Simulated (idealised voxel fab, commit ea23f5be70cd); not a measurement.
This section sets out a process module, namely voxel self aligned contacts.
200 nm wide, 5 nm square cells: that's cross-section cut.
Cross-section layout: square cells on a grid; listed as bands, top to bottom; a band spans one or more cell rows. For a band, the entry starts with two heights in nm, that of the top and then that of the bottom, and carries on with the band's materials in order from left to right, each alongside its width in nm; the word "all across" beside a single material means it fills the band edge to edge, and "blank" means empty space. Beneath 0, the wafer as received is one material, and that level is where height counting begins. The lowest band goes on downward without a bottom; it is written like "top 0, no bottom". A two-number width, for instance "30->40", indicates that the width is equal to the first number in the top row of the band and to the second number in the bottom row, and that it changes by a constant amount per row of cells. You'll sometimes find "no modification" written for a step, and that's the way of saying that nowhere in the cross-section did a cell change during that step. "Closed internal voids": sealed empty spaces, 8 cells or more, no open way to top, listed width x height at distance, with distance from the left edge and width, height and distance in nm. What comes after the settings on a step's line is commentary from the simulator itself on that step. The line of a step may include "overlay nm". On a step with a mask, this value is how far to the right of its planned place the mask lay. A negative value means the mask lay to the left.
-- List of planned process steps
1,RECEIVE (material Si)
2,OXIDIZE (depth nm 5)
3,DIRECTIONAL_DEP (material polySi; thk nm 20)
4,DIRECTIONAL_DEP (material SiN; thk nm 25)
5,DIRECTIONAL_DEP (material aC; thk nm 10)
6,PATTERN (tone cover; mask id GATE; material resist; width nm 30; pitch nm 65; thk nm 30; overlay nm 0)
7,DIRECTIONAL_ETCH (etch materials aC; depth nm 10)
8,STRIP (etch materials resist)
9,DIRECTIONAL_ETCH (etch materials SiN; depth nm 25)
10,DIRECTIONAL_ETCH (etch materials polySi; depth nm 20)
11,STRIP (etch materials aC)
12,CONFORMAL_DEP (material SiN; thk nm 10)
13,DIRECTIONAL_ETCH (etch materials SiN; depth nm 10)
14,FILL_DEP (material SiO2; thk nm 20)
15,CMP (height nm 55)
16,MASKED_ETCH (tone open; mask id CONTACT; width nm 45; pitch nm 65; etch materials SiO2; depth nm 60; overlay nm 0)
17,CONFORMAL_DEP (material TiN; thk nm 5)
18,FILL_DEP (material Ru; thk nm 10)
19,CMP (height nm 55)
20,CONFORMAL_DEP (material SiN; thk nm 5)
-- Incoming wafer in cross-section (state: after step 1)
    top 0, no bottom | Si all across
    Closed internal voids: none
-- The cross-section shown corresponds to the wafer at the conclusion of the module. The initial structure and the process plan are those presented above; however, one mistake occurred in executing the plan
    top 60, bottom 55 | SiN all across
    top 55, bottom 45 | 45 nm SiO2 / 5->20 nm TiN / 35->5 nm Ru / 5->20 nm TiN / 20 nm SiO2 / 5->20 nm TiN / 35->5 nm Ru / 5->20 nm TiN / 45 nm SiO2
    top 45, bottom 30 | 10 nm SiO2 / 10 nm SiN / 30 nm polySi / 10 nm SiN / 5 nm TiN / 5 nm Ru / 5 nm TiN / 10 nm SiN / 30 nm polySi / 10 nm SiN / 5 nm TiN / 5 nm Ru / 5 nm TiN / 10 nm SiN / 30 nm polySi / 10 nm SiN / 10 nm SiO2
    top 30, bottom 25 | 10 nm SiO2 / 10 nm SiN / 30 nm polySi / 10 nm SiN / 15 nm TiN / 10 nm SiN / 30 nm polySi / 10 nm SiN / 15 nm TiN / 10 nm SiN / 30 nm polySi / 10 nm SiN / 10 nm SiO2
    top 25, bottom 0 | SiN all across
    top 0, bottom -5 | SiO2 all across
    top -5, no bottom | Si all across
    Closed internal voids: none
Here's what went sideways: a sequencing error occurred in which plan steps 3 and 4 were transposed
